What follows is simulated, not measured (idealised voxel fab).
process module | voxel wiring stack
cross-section cut | 170 nm wide | cells 5 nm
A cross-section is a grid of square cells, given in bands from the top down. A band is one or more rows of cells.
Each band's line starts with the height of the band's top and of its bottom, in nm. Then come its materials from left to right, each with its width in nm. One material with "throughout" fills the band from edge to edge. "air" is empty space.
Height 0 is the level under which the wafer as received is all one material. The lowest band goes on downwards, as in "0 down".
A width such as "30 to 40" changes by the same amount from each row of cells to the next, from the band's top row to its bottom row.
"no change" after a step means that no cell of the cross-section changed.
closed voids: empty space of 8 cells or more with no open way to the top, each as width x height at its distance from the left edge, in nm
after a step's settings: what the simulator itself notes on the step
overlay nm, on a step with a mask: how far to the right of its planned place the mask lay; to the left if negative
plan
1 op RECEIVE | material Si
2 op CONFORMAL_DEP | material SiO2 | thk nm 10
3 op DIRECTIONAL_DEP | material TiN | thk nm 5
4 op DIRECTIONAL_DEP | material W | thk nm 25
5 op PATTERN | tone cover | mask id METAL_1 | material resist | width nm 30 | pitch nm 55 | thk nm 20 | overlay nm 0
6 op DIRECTIONAL_ETCH | etch materials W | depth nm 25
7 op DIRECTIONAL_ETCH | etch materials TiN | depth nm 5
8 op STRIP | etch materials resist
9 op FILL_DEP | material lowk | thk nm 5
10 op CMP | height nm 40
11 op CONFORMAL_DEP | material SiCN | thk nm 5
12 op DIRECTIONAL_DEP | material lowk | thk nm 20
13 op DIRECTIONAL_DEP | material aC | thk nm 10
14 op PATTERN | tone open | mask id PLUG_1 | material resist | width nm 15 | pitch nm 55 | thk nm 25 | overlay nm 0
15 op DIRECTIONAL_ETCH | etch materials aC | depth nm 10
16 op STRIP | etch materials resist
17 op DIRECTIONAL_ETCH | etch materials lowk | depth nm 20
18 op DIRECTIONAL_ETCH | etch materials SiCN | depth nm 5
19 op STRIP | etch materials aC
20 op CONFORMAL_DEP | material TiN | thk nm 5
21 op FILL_DEP | material Cu | thk nm 10
22 op CMP | height nm 65
23 op CONFORMAL_DEP | material SiN | thk nm 5
24 op DIRECTIONAL_DEP | material SiO2 | thk nm 15
25 op MASKED_ETCH | tone open | mask id METAL_2 | width nm 30 | pitch nm 55 | etch materials SiO2 | depth nm 15 | overlay nm 0
26 op MASKED_ETCH | tone open | mask id METAL_2 | width nm 30 | pitch nm 55 | etch materials SiN | depth nm 5 | overlay nm 0
27 op CONFORMAL_DEP | material TiN | thk nm 5
28 op FILL_DEP | material Cu | thk nm 10
29 op CMP | height nm 85
30 op CONFORMAL_DEP | material SiCN | thk nm 5
first wafer, as planned
as received, after step 1
  0 down: Si throughout
  closed voids: none
after step 2
  10 to 0: SiO2 throughout
  below 0: unchanged
after step 3
  15 to 10: TiN throughout
  below 10: unchanged
after step 4
  40 to 15: W throughout
  below 15: unchanged
after step 5
  60 to 40: air 15 | resist 30 | air 25 | resist 30 | air 25 | resist 30 | air 15
  below 40: unchanged
after step 6
  60 to 40: air 15 | resist 30 | air 25 | resist 30 | air 25 | resist 30 | air 15
  40 to 15: air 15 | W 30 | air 25 | W 30 | air 25 | W 30 | air 15
  below 15: unchanged
after step 7
  60 to 40: air 15 | resist 30 | air 25 | resist 30 | air 25 | resist 30 | air 15
  40 to 15: air 15 | W 30 | air 25 | W 30 | air 25 | W 30 | air 15
  15 to 10: air 15 | TiN 30 | air 25 | TiN 30 | air 25 | TiN 30 | air 15
  below 10: unchanged
after step 8
  40 to 15: air 15 | W 30 | air 25 | W 30 | air 25 | W 30 | air 15
  below 15: unchanged
after step 9
  45 to 40: lowk throughout
  40 to 15: lowk 15 | W 30 | lowk 25 | W 30 | lowk 25 | W 30 | lowk 15
  15 to 10: lowk 15 | TiN 30 | lowk 25 | TiN 30 | lowk 25 | TiN 30 | lowk 15
  below 10: unchanged
after step 10
  40 to 15: lowk 15 | W 30 | lowk 25 | W 30 | lowk 25 | W 30 | lowk 15
  below 15: unchanged
after step 11
  45 to 40: SiCN throughout
  below 40: unchanged
after step 12
  65 to 45: lowk throughout
  below 45: unchanged
after step 13
  75 to 65: aC throughout
  below 65: unchanged
after step 14
  100 to 75: resist 15 | air 15 | resist 40 | air 15 | resist 40 | air 15 | resist 30
  below 75: unchanged
after step 15
  90 to 75: resist 15 | air 15 | resist 40 | air 15 | resist 40 | air 15 | resist 30
  75 to 65: aC 15 | air 15 | aC 40 | air 15 | aC 40 | air 15 | aC 30
  below 65: unchanged
after step 16
  75 to 65: aC 15 | air 15 | aC 40 | air 15 | aC 40 | air 15 | aC 30
  below 65: unchanged
after step 17
  75 to 65: aC 15 | air 15 | aC 40 | air 15 | aC 40 | air 15 | aC 30
  65 to 45: lowk 15 | air 15 | lowk 40 | air 15 | lowk 40 | air 15 | lowk 30
  below 45: unchanged
after step 18
  75 to 65: aC 15 | air 15 | aC 40 | air 15 | aC 40 | air 15 | aC 30
  65 to 45: lowk 15 | air 15 | lowk 40 | air 15 | lowk 40 | air 15 | lowk 30
  45 to 40: SiCN 15 | air 15 | SiCN 40 | air 15 | SiCN 40 | air 15 | SiCN 30
  below 40: unchanged
after step 19
  65 to 45: lowk 15 | air 15 | lowk 40 | air 15 | lowk 40 | air 15 | lowk 30
  below 45: unchanged
after step 20
  70 to 65: TiN 20 | air 5 | TiN 50 | air 5 | TiN 50 | air 5 | TiN 35
  65 to 45: lowk 15 | TiN 5 | air 5 | TiN 5 | lowk 40 | TiN 5 | air 5 | TiN 5 | lowk 40 | TiN 5 | air 5 | TiN 5 | lowk 30
  45 to 40: SiCN 15 | TiN 15 | SiCN 40 | TiN 15 | SiCN 40 | TiN 15 | SiCN 30
  below 40: unchanged
after step 21
  80 to 70: Cu throughout
  70 to 65: TiN 20 | Cu 5 | TiN 50 | Cu 5 | TiN 50 | Cu 5 | TiN 35
  65 to 45: lowk 15 | TiN 5 | Cu 5 | TiN 5 | lowk 40 | TiN 5 | Cu 5 | TiN 5 | lowk 40 | TiN 5 | Cu 5 | TiN 5 | lowk 30
  below 45: unchanged
after step 22
  65 to 45: lowk 15 | TiN 5 | Cu 5 | TiN 5 | lowk 40 | TiN 5 | Cu 5 | TiN 5 | lowk 40 | TiN 5 | Cu 5 | TiN 5 | lowk 30
  below 45: unchanged
after step 23
  70 to 65: SiN throughout
  below 65: unchanged
after step 24
  85 to 70: SiO2 throughout
  below 70: unchanged
after step 25
  85 to 70: SiO2 15 | air 30 | SiO2 25 | air 30 | SiO2 25 | air 30 | SiO2 15
  below 70: unchanged
after step 26
  85 to 70: SiO2 15 | air 30 | SiO2 25 | air 30 | SiO2 25 | air 30 | SiO2 15
  70 to 65: SiN 15 | air 30 | SiN 25 | air 30 | SiN 25 | air 30 | SiN 15
  below 65: unchanged
after step 27
  90 to 85: TiN 20 | air 20 | TiN 35 | air 20 | TiN 35 | air 20 | TiN 20
  85 to 70: SiO2 15 | TiN 5 | air 20 | TiN 5 | SiO2 25 | TiN 5 | air 20 | TiN 5 | SiO2 25 | TiN 5 | air 20 | TiN 5 | SiO2 15
  70 to 65: SiN 15 | TiN 30 | SiN 25 | TiN 30 | SiN 25 | TiN 30 | SiN 15
  below 65: unchanged
after step 28
  100 to 90: Cu throughout
  90 to 85: TiN 20 | Cu 20 | TiN 35 | Cu 20 | TiN 35 | Cu 20 | TiN 20
  85 to 70: SiO2 15 | TiN 5 | Cu 20 | TiN 5 | SiO2 25 | TiN 5 | Cu 20 | TiN 5 | SiO2 25 | TiN 5 | Cu 20 | TiN 5 | SiO2 15
  below 70: unchanged
after step 29
  85 to 70: SiO2 15 | TiN 5 | Cu 20 | TiN 5 | SiO2 25 | TiN 5 | Cu 20 | TiN 5 | SiO2 25 | TiN 5 | Cu 20 | TiN 5 | SiO2 15
  below 70: unchanged
after step 30
  90 to 85: SiCN throughout
  below 85: unchanged
second wafer: like start, like plan, one mistake. Through step 29 it matches the first wafer
when step 30 should have ended
  100 to 85: SiCN throughout
  below 85: unchanged
what went wrong: step 30 ran as: op CONFORMAL_DEP | material SiCN | thk nm 15
at the end the second wafer has, in cells: 68 more of SiCN
